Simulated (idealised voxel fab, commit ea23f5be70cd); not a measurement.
The process module presented herein is designated voxel wiring stack.
Square cell edge 5 nm, section width 270 nm, ID cut.
We lay out every cross-section as a grid of square cells and spell it out in bands from the top down, where one band means one or more rows of cells.
It is stipulated that each band's entry specify, in nanometres, the height of the top of the band and then that of its bottom, followed by the materials of the band in left-to-right sequence, each together with its width in nanometres. A single material marked by the word "everywhere" is understood to fill the band from edge to edge; the word "empty" is understood to denote empty space.
We count height from 0. Below that, the starting wafer is all one material. The lowest band never ends at the bottom but goes on down; see "0 -> down" for how that is written.
Think of "30 to 40" as a width that walks from the first number to the second as you go down the band, top row to bottom row, taking equal-sized steps from row to row.
Given "nothing was modified" for a step, no cell of the cross-section differs between before and after that step.
You'll see "Enclosed void list" listing empty spaces that have no way open to the top, as long as they're 8 cells or more; the notation is width x height at distance, where the distance is from the left edge, and all of it is in nm.
If you see something after the settings on a step's line, that's the simulator's own remark about that step.
If you see "overlay nm" on a step's line and that step has a mask, it's telling you how far right of where it was planned the mask ended up; a negative number means it went left instead.
List of planned process steps:
1 RECEIVE [material Si]
2 CONFORMAL_DEP [material SiO2] [thk nm 10]
3 DIRECTIONAL_DEP [material TiN] [thk nm 5]
4 DIRECTIONAL_DEP [material W] [thk nm 25]
5 DIRECTIONAL_DEP [material aC] [thk nm 15]
6 PATTERN [tone cover] [mask id METAL_1] [material resist] [width nm 25] [pitch nm 45] [thk nm 30] [overlay nm 0]
7 DIRECTIONAL_ETCH [etch materials aC] [depth nm 5]
8 STRIP [etch materials resist]
9 DIRECTIONAL_ETCH [etch materials W] [depth nm 25]
10 DIRECTIONAL_ETCH [etch materials TiN] [depth nm 5]
11 STRIP [etch materials aC]
12 FILL_DEP [material lowk] [thk nm 10]
13 CMP [height nm 40]
14 CONFORMAL_DEP [material SiCN] [thk nm 5]
15 DIRECTIONAL_DEP [material SiO2] [thk nm 10]
16 DIRECTIONAL_DEP [material aC] [thk nm 10]
17 PATTERN [tone open] [mask id PLUG_1] [material resist] [width nm 15] [thk nm 25] [overlay nm 0]
18 DIRECTIONAL_ETCH [etch materials aC] [depth nm 10]
19 STRIP [etch materials resist]
20 DIRECTIONAL_ETCH [etch materials SiO2] [depth nm 10]
21 DIRECTIONAL_ETCH [etch materials SiCN] [depth nm 5]
22 STRIP [etch materials aC]
23 EPI [material Ru] [thk nm 10]
24 EPI [material Ru] [thk nm 5]
25 CONFORMAL_DEP [material SiN] [thk nm 5]
26 DIRECTIONAL_DEP [material lowk] [thk nm 25]
27 DIRECTIONAL_DEP [material aC] [thk nm 15]
28 PATTERN [tone open] [mask id METAL_2] [material resist] [width nm 25] [pitch nm 45] [thk nm 30] [overlay nm 0]
29 DIRECTIONAL_ETCH [etch materials aC] [depth nm 15]
30 STRIP [etch materials resist]
31 DIRECTIONAL_ETCH [etch materials lowk] [depth nm 25]
32 DIRECTIONAL_ETCH [etch materials SiN] [depth nm 5]
33 STRIP [etch materials aC]
34 CONFORMAL_DEP [material TiN] [thk nm 5]
35 FILL_DEP [material Ru] [thk nm 5]
36 CMP [height nm 85]
37 CONFORMAL_DEP [material SiN] [thk nm 5]
The value of depth nm given for step 7 in the plan refers to the first wafer; the wafers vary in this setting and are alike at the start.
Here's the first of the wafers in cross-section, just as we got it, i.e. after step 1:
0 -> down  Si everywhere
Enclosed void list: none
The first of several wafers, seen in cross-section after the module's last step, step 37:
90 -> 85  SiN everywhere
85 -> 60  100 of lowk  5 of TiN  15 of Ru  5 of TiN  20 of lowk  5 of TiN  15 of Ru  5 of TiN  100 of lowk
60 -> 55  100 of SiN  25 of TiN  20 of SiN  25 of TiN  100 of SiN
55 -> 45  100 of SiO2  15 of Ru  155 of SiO2
45 -> 40  100 of SiCN  15 of Ru  155 of SiCN
40 -> 15  W everywhere
15 -> 10  TiN everywhere
10 -> 0  SiO2 everywhere
0 -> down  Si everywhere
Enclosed void list: none
Module end, final wafer: cross-section:
90 -> 85  SiN everywhere
85 -> 60  100 of lowk  5 of TiN  15 of Ru  5 of TiN  20 of lowk  5 of TiN  15 of Ru  5 of TiN  100 of lowk
60 -> 55  100 of SiN  25 of TiN  20 of SiN  25 of TiN  100 of SiN
55 -> 45  100 of SiO2  15 of Ru  155 of SiO2
45 -> 40  100 of SiCN  15 of Ru  155 of SiCN
40 -> 15  100 of lowk  25 of W  20 of lowk  25 of W  100 of lowk
15 -> 10  100 of lowk  25 of TiN  20 of lowk  25 of TiN  100 of lowk
10 -> 0  SiO2 everywhere
0 -> down  Si everywhere
Enclosed void list: none
Note: the following table is arranged by wafer, a row apiece. Each row reports the end-of-module state: per material, cells gained (+) or cells lost (-) compared with the wafer as received; closed voids follow:
depth nm 5 | +39 Ru | +51 SiCN | +98 SiN | +210 SiO2 | +84 TiN | +270 W | +220 lowk | Enclosed void list: none
depth nm 10 | +39 Ru | +51 SiCN | +98 SiN | +210 SiO2 | +84 TiN | +270 W | +220 lowk | Enclosed void list: none
depth nm 15 | +39 Ru | +51 SiCN | +98 SiN | +210 SiO2 | +40 TiN | +50 W | +484 lowk | Enclosed void list: none
depth nm 20 | +39 Ru | +51 SiCN | +98 SiN | +210 SiO2 | +40 TiN | +50 W | +484 lowk | Enclosed void list: none
depth nm 25 | +39 Ru | +51 SiCN | +98 SiN | +210 SiO2 | +40 TiN | +50 W | +484 lowk | Enclosed void list: none
depth nm 30 | +39 Ru | +51 SiCN | +98 SiN | +210 SiO2 | +40 TiN | +50 W | +484 lowk | Enclosed void list: none
